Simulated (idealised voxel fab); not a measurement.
voxel ribs on slabs: a process module
The cross-section on display is named cut; it measures 260 nm wide, and its cells are 5 nm squares.
Cross-section = grid of square cells, listed top down in bands; band = one or more rows.
Each band's line starts with the height of the band's top and of its bottom, in nm. Then come its materials from left to right, each with its width in nm. One material with "edge to edge" fills the band from edge to edge. "air" is empty space.
Heads up on the height convention: 0 is the point under which the incoming wafer is all one material, and the lowest band has no bottom, it just keeps going down, like "0 nm and below".
Top row gets the first number, bottom row gets the second, and each row in between changes by the same step: that is how a band width like "30..40" works.
No cell of the cross-section changed in a step that is given as "no alteration".
Voids not open to the top, 8 cells minimum: see "Trapped cavities". Written width x height at distance; distance is from the left edge; nm.
Whatever follows a step's settings on its line is a remark the simulator itself makes about that step.
overlay nm: where the mask lay relative to plan, measured to the right, on steps with a mask; negatives go left.

**Intended process steps**
1 RECEIVE with material Si
2 DIRECTIONAL_DEP with material SiO2, thk nm 20
3 DIRECTIONAL_DEP with material SiN, thk nm 15
4 DIRECTIONAL_DEP with material aC, thk nm 10
5 PATTERN with tone cover, mask id RIB, material resist, width nm 20, thk nm 25, overlay nm 0
6 DIRECTIONAL_ETCH with etch materials aC, depth nm 10
7 STRIP with etch materials resist
8 DIRECTIONAL_ETCH with etch materials SiN, depth nm 10
9 STRIP with etch materials aC
10 MASKED_ETCH with tone cover, mask id SLAB, width nm 70, etch materials SiN, depth nm 5, overlay nm 0
11 FILL_DEP with material SiO2, thk nm 20
12 CMP with height nm 45
13 DIRECTIONAL_DEP with material TiN, thk nm 10
14 PATTERN with tone cover, mask id HEATER, material resist, width nm 30, thk nm 15, overlay nm 0
15 DIRECTIONAL_ETCH with etch materials TiN, depth nm 10
16 STRIP with etch materials resist
17 CONFORMAL_DEP with material SiO2, thk nm 10

**As received (post step 1): cross-section**
    0 nm and below | Si edge to edge
    Trapped cavities: none

**This is how the wafer looks in cross-section once the module is done, given the starting state and plan above and one mistake in carrying the plan out**
    55 nm to 45 nm | air=115 | TiN=30 | air=115
    45 nm to 35 nm | SiO2 edge to edge
    35 nm to 25 nm | SiO2=120 | SiN=20 | SiO2=120
    25 nm to 20 nm | SiO2=95 | SiN=70 | SiO2=95
    20 nm to 0 nm | SiO2 edge to edge
    0 nm and below | Si edge to edge
    Trapped cavities: none
Where did the run depart from the plan? step 17 of the plan was omitted and not executed
